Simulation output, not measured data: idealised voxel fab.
Process module heading - voxel lift off
The cross-section shown here is cut; it is 195 nm wide and divided into square cells measuring 5 nm on a side.
Notation: cross-section as square-cell grid; stated in bands, top first, going down; one or more cell rows per band.
Heads up on the band format: heights come first, top then bottom, in nm. After that it's the materials left to right, each with its width in nm. A single material flagged "full width" fills the whole band edge to edge, and "air" means there's empty space there.
Height datum 0, below which the as-received substrate wafer is one material. Lowest band open at the bottom, running downward: "0 down".
Quick explanation for "30 to 40": the width changes in equal steps down the rows of cells, from the first number in the band's top row to the second number in its bottom row.
A step reported as "same as before" is a step in which no cell of the cross-section changed.
For the entry "Catalogued sealed voids", the listed items are empty spaces with no open way to the top whose size is 8 cells or more; each item follows the pattern width x height at distance, where distance is from the left edge and all three are in nm.
On a step's line, text after the settings is the simulator commenting on that step.
A step's line can hold "overlay nm"; with a mask on that step, the setting says how far right of the planned place the mask lay, while a negative setting says it lay to the left.
The following list gives the planned process steps
1. RECEIVE,material Si
2. CONFORMAL_DEP,material SiN,thk nm 10
3. PATTERN,tone open,mask id LINES,material resist,width nm 15,pitch nm 45,thk nm 20,overlay nm 0
4. DIRECTIONAL_DEP,material Ru,thk nm 5
5. STRIP,etch materials resist
6. CONFORMAL_DEP,material SiCN,thk nm 5
Wafer cross-section on receipt, i.e. after step 1
* 0 down = Si full width
* Catalogued sealed voids: none
End-of-module XS, first of two wafers, run as planned
* 20 to 15 = 15 air, then 25 SiCN, then 20 air, then 25 SiCN, then 20 air, then 25 SiCN, then 20 air, then 25 SiCN, then 20 air
* 15 to 10 = 20 SiCN, then 15 Ru, then 30 SiCN, then 15 Ru, then 30 SiCN, then 15 Ru, then 30 SiCN, then 15 Ru, then 25 SiCN
* 10 to 0 = SiN full width
* 0 down = Si full width
* Catalogued sealed voids: none
Second of two wafers, module complete, sectioned: it shares the first wafer's start and plan but was run with one mistake
* 30 to 25 = 5 air, then 180 SiCN, then 10 air
* 25 to 15 = SiCN full width
* 15 to 10 = 20 SiCN, then 15 Ru, then 30 SiCN, then 15 Ru, then 30 SiCN, then 15 Ru, then 30 SiCN, then 15 Ru, then 25 SiCN
* 10 to 0 = SiN full width
* 0 down = Si full width
* Catalogued sealed voids: none
Heads up, the wafer didn't run the way we planned it: it should be noted that step 6 was executed with settings other than those planned, the operation and settings actually applied being CONFORMAL_DEP,material SiCN,thk nm 15
Upon completion, the second wafer contains, in terms of cells, a greater or smaller amount of certain materials than the first wafer: +94 SiCN
